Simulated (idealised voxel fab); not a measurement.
process module | voxel plated lines
cross-section cut | 215 nm wide | cells 5 nm
A cross-section is a grid of square cells, given in bands from the top down. A band is one or more rows of cells.
Each band's line starts with the height of the band's top and of its bottom, in nm. Then come its materials from left to right, each with its width in nm. One material with "throughout" fills the band from edge to edge. "air" is empty space.
Height 0 is the level under which the wafer as received is all one material. The lowest band goes on downwards, as in "0 down".
A width such as "30 to 40" changes by the same amount from each row of cells to the next, from the band's top row to its bottom row.
"no change" after a step means that no cell of the cross-section changed.
closed voids: empty space of 8 cells or more with no open way to the top, each as width x height at its distance from the left edge, in nm
after a step's settings: what the simulator itself notes on the step
overlay nm, on a step with a mask: how far to the right of its planned place the mask lay; to the left if negative
plan
1 op RECEIVE | material Si
2 op CONFORMAL_DEP | material SiN | thk nm 15
3 op DIRECTIONAL_DEP | material TiN | thk nm 5
4 op PATTERN | tone open | mask id LINES | material resist | width nm 25 | pitch nm 55 | thk nm 30 | overlay nm 0
5 op EPI | material Ru | thk nm 5
6 op EPI | material Ru | thk nm 5
7 op STRIP | etch materials resist
8 op DIRECTIONAL_ETCH | etch materials TiN | depth nm 5
9 op CONFORMAL_DEP | material SiO2 | thk nm 5
first wafer, as planned
as received, after step 1
  0 down: Si throughout
  closed voids: none
after step 2
  15 to 0: SiN throughout
  below 0: unchanged
after step 3
  20 to 15: TiN throughout
  below 15: unchanged
after step 4
  50 to 20: resist 40 | air 25 | resist 30 | air 25 | resist 30 | air 25 | resist 40
  below 20: unchanged
after step 5
  50 to 25: resist 40 | air 25 | resist 30 | air 25 | resist 30 | air 25 | resist 40
  25 to 20: resist 40 | Ru 25 | resist 30 | Ru 25 | resist 30 | Ru 25 | resist 40
  below 20: unchanged
after step 6
  50 to 30: resist 40 | air 25 | resist 30 | air 25 | resist 30 | air 25 | resist 40
  30 to 20: resist 40 | Ru 25 | resist 30 | Ru 25 | resist 30 | Ru 25 | resist 40
  below 20: unchanged
after step 7
  30 to 20: air 40 | Ru 25 | air 30 | Ru 25 | air 30 | Ru 25 | air 40
  below 20: unchanged
after step 8
  30 to 20: air 40 | Ru 25 | air 30 | Ru 25 | air 30 | Ru 25 | air 40
  20 to 15: air 40 | TiN 25 | air 30 | TiN 25 | air 30 | TiN 25 | air 40
  below 15: unchanged
after step 9
  35 to 30: air 35 | SiO2 35 | air 20 | SiO2 35 | air 20 | SiO2 35 | air 35
  30 to 20: air 35 | SiO2 5 | Ru 25 | SiO2 5 | air 20 | SiO2 5 | Ru 25 | SiO2 5 | air 20 | SiO2 5 | Ru 25 | SiO2 5 | air 35
  20 to 15: SiO2 40 | TiN 25 | SiO2 30 | TiN 25 | SiO2 30 | TiN 25 | SiO2 40
  below 15: unchanged
second wafer: like start, like plan, one mistake. Through step 1 it matches the first wafer
when step 2 should have ended
  5 to 0: TiN throughout
  below 0: unchanged
when step 3 should have ended
  20 to 5: SiN throughout
  below 5: unchanged
when step 4 should have ended
  50 to 20: resist 40 | air 25 | resist 30 | air 25 | resist 30 | air 25 | resist 40
  below 20: unchanged
when step 5 should have ended: no change
when step 6 should have ended: no change
when step 7 should have ended
  20 to 5: SiN throughout
  below 5: unchanged
when step 8 should have ended: no change
when step 9 should have ended
  25 to 20: SiO2 throughout
  below 20: unchanged
what went wrong: steps 2 and 3 were swapped
at the end the second wafer has, in cells: 30 fewer of Ru | 18 fewer of SiO2 | 28 more of TiN
